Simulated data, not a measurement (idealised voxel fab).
Module name: voxel air gaps (process module)
Section cut is 175 nm wide and gridded with 5 nm square cells.
Cross-section = grid of square cells, listed top down in bands; band = one or more rows.
Band entry format. Leading values: height of top, height of bottom, nm. Remainder: materials in left-to-right order, each with its width in nm. Special words: "throughout" on a single material, which then fills the band edge to edge; "blank", empty space.
Heights from 0 (as-received wafer is one material below). Bottom band endless downward, as "top 0, no bottom".
So if you see something like "30..40" for the width, read it as the top row of the band sitting at the first number and the bottom row at the second, with every row in between moving by the same amount as the last.
Key: "nothing altered" - step with no changed cell in the cross-section.
Look at "Closed void inventory" for the closed voids: empty spaces with no open path to the top, sized 8 cells or up. Each is width x height at distance, distance from the left edge, all nm.
after a step's settings: what the simulator itself notes on the step
The optional step-line setting "overlay nm" applies to steps with a mask and quantifies how far to the right of its planned location the mask lay, a negative value indicating leftward placement.
Listed below are the process steps as planned:
1 RECEIVE | material Si
2 CONFORMAL_DEP | material SiO2 | thk nm 15
3 CONFORMAL_DEP | material SiN | thk nm 5
4 DIRECTIONAL_DEP | material SiO2 | thk nm 35
5 MASKED_ETCH | tone open | mask id LINES | width nm 15 | pitch nm 40 | etch materials SiO2 | depth nm 35 | overlay nm 0
6 CONFORMAL_DEP | material TiN | thk nm 5
7 FILL_DEP | material Cu | thk nm 10
8 CMP | height nm 55
9 EPI | material Ru | thk nm 10
10 SELECTIVE_ETCH | etch materials SiO2 | depth nm 45
11 CONFORMAL_DEP | material SiCN | thk nm 5
Below: the first of two wafers, run as planned:
Cross-section of the wafer as it came to us, i.e., already through step 1:
  top 0, no bottom  Si throughout
  Closed void inventory: none
Sectional view: wafer, after step 2:
  top 15, bottom 0  SiO2 throughout
  below 0: unchanged
Sectional view: wafer, after step 3:
  top 20, bottom 15  SiN throughout
  below 15: unchanged
Sectional view: wafer, after step 4:
  top 55, bottom 20  SiO2 throughout
  below 20: unchanged
Sectional view: wafer, after step 5:
  top 55, bottom 20  20 nm SiO2, then 15 nm blank, then 25 nm SiO2, then 15 nm blank, then 25 nm SiO2, then 15 nm blank, then 25 nm SiO2, then 15 nm blank, then 20 nm SiO2
  below 20: unchanged
Sectional view: wafer, after step 6:
  top 60, bottom 55  25 nm TiN, then 5 nm blank, then 35 nm TiN, then 5 nm blank, then 35 nm TiN, then 5 nm blank, then 35 nm TiN, then 5 nm blank, then 25 nm TiN
  top 55, bottom 25  20 nm SiO2, then 5 nm TiN, then 5 nm blank, then 5 nm TiN, then 25 nm SiO2, then 5 nm TiN, then 5 nm blank, then 5 nm TiN, then 25 nm SiO2, then 5 nm TiN, then 5 nm blank, then 5 nm TiN, then 25 nm SiO2, then 5 nm TiN, then 5 nm blank, then 5 nm TiN, then 20 nm SiO2
  top 25, bottom 20  20 nm SiO2, then 15 nm TiN, then 25 nm SiO2, then 15 nm TiN, then 25 nm SiO2, then 15 nm TiN, then 25 nm SiO2, then 15 nm TiN, then 20 nm SiO2
  below 20: unchanged
Sectional view: wafer, after step 7:
  top 70, bottom 60  Cu throughout
  top 60, bottom 55  25 nm TiN, then 5 nm Cu, then 35 nm TiN, then 5 nm Cu, then 35 nm TiN, then 5 nm Cu, then 35 nm TiN, then 5 nm Cu, then 25 nm TiN
  top 55, bottom 25  20 nm SiO2, then 5 nm TiN, then 5 nm Cu, then 5 nm TiN, then 25 nm SiO2, then 5 nm TiN, then 5 nm Cu, then 5 nm TiN, then 25 nm SiO2, then 5 nm TiN, then 5 nm Cu, then 5 nm TiN, then 25 nm SiO2, then 5 nm TiN, then 5 nm Cu, then 5 nm TiN, then 20 nm SiO2
  below 25: unchanged
Sectional view: wafer, after step 8:
  top 55, bottom 25  20 nm SiO2, then 5 nm TiN, then 5 nm Cu, then 5 nm TiN, then 25 nm SiO2, then 5 nm TiN, then 5 nm Cu, then 5 nm TiN, then 25 nm SiO2, then 5 nm TiN, then 5 nm Cu, then 5 nm TiN, then 25 nm SiO2, then 5 nm TiN, then 5 nm Cu, then 5 nm TiN, then 20 nm SiO2
  below 25: unchanged
Sectional view: wafer, after step 9:
  top 65, bottom 55  10 nm blank, then 35 nm Ru, then 5 nm blank, then 35 nm Ru, then 5 nm blank, then 35 nm Ru, then 5 nm blank, then 35 nm Ru, then 10 nm blank
  below 55: unchanged
Sectional view: wafer, after step 10:
  top 65, bottom 55  10 nm blank, then 35 nm Ru, then 5 nm blank, then 35 nm Ru, then 5 nm blank, then 35 nm Ru, then 5 nm blank, then 35 nm Ru, then 10 nm blank
  top 55, bottom 25  20 nm blank, then 5 nm TiN, then 5 nm Cu, then 5 nm TiN, then 25 nm blank, then 5 nm TiN, then 5 nm Cu, then 5 nm TiN, then 25 nm blank, then 5 nm TiN, then 5 nm Cu, then 5 nm TiN, then 25 nm blank, then 5 nm TiN, then 5 nm Cu, then 5 nm TiN, then 20 nm blank
  top 25, bottom 20  20 nm blank, then 15 nm TiN, then 25 nm blank, then 15 nm TiN, then 25 nm blank, then 15 nm TiN, then 25 nm blank, then 15 nm TiN, then 20 nm blank
  below 20: unchanged
Sectional view: wafer, after step 11:
  top 70, bottom 65  5 nm blank, then 165 nm SiCN, then 5 nm blank
  top 65, bottom 55  5 nm blank, then 5 nm SiCN, then 35 nm Ru, then 5 nm SiCN, then 35 nm Ru, then 5 nm SiCN, then 35 nm Ru, then 5 nm SiCN, then 35 nm Ru, then 5 nm SiCN, then 5 nm blank
  top 55, bottom 50  5 nm blank, then 15 nm SiCN, then 5 nm TiN, then 5 nm Cu, then 5 nm TiN, then 25 nm SiCN, then 5 nm TiN, then 5 nm Cu, then 5 nm TiN, then 25 nm SiCN, then 5 nm TiN, then 5 nm Cu, then 5 nm TiN, then 25 nm SiCN, then 5 nm TiN, then 5 nm Cu, then 5 nm TiN, then 15 nm SiCN, then 5 nm blank
  top 50, bottom 25  15 nm blank, then 5 nm SiCN, then 5 nm TiN, then 5 nm Cu, then 5 nm TiN, then 5 nm SiCN, then 15 nm blank, then 5 nm SiCN, then 5 nm TiN, then 5 nm Cu, then 5 nm TiN, then 5 nm SiCN, then 15 nm blank, then 5 nm SiCN, then 5 nm TiN, then 5 nm Cu, then 5 nm TiN, then 5 nm SiCN, then 15 nm blank, then 5 nm SiCN, then 5 nm TiN, then 5 nm Cu, then 5 nm TiN, then 5 nm SiCN, then 15 nm blank
  top 25, bottom 20  20 nm SiCN, then 15 nm TiN, then 25 nm SiCN, then 15 nm TiN, then 25 nm SiCN, then 15 nm TiN, then 25 nm SiCN, then 15 nm TiN, then 20 nm SiCN
  below 20: unchanged
  Closed void inventory: 15 x 25 at 40; 15 x 25 at 80; 15 x 25 at 120
The second wafer: identical to the first at the outset and in its planned sequence, differing only in that one mistake was made during processing; up to and including step 8, its path is the first wafer's path:
Second wafer profile in section, at the moment step 9 of the plan was meant to be complete:
  top 75, bottom 55  Ru throughout
  below 55: unchanged
Second wafer profile in section, at the moment step 10 of the plan was meant to be complete: nothing altered
Second wafer profile in section, at the moment step 11 of the plan was meant to be complete:
  top 80, bottom 75  SiCN throughout
  below 75: unchanged
Misprocessing identified: regarding the plan, step 9 was run twice
Looking at both finished wafers in cells, the second ends up ahead of or behind the first on some materials: 84 more of Ru; 92 fewer of SiCN; 161 more of SiO2
Heads up: the first wafer ends with 3 closed voids, the second with 0.
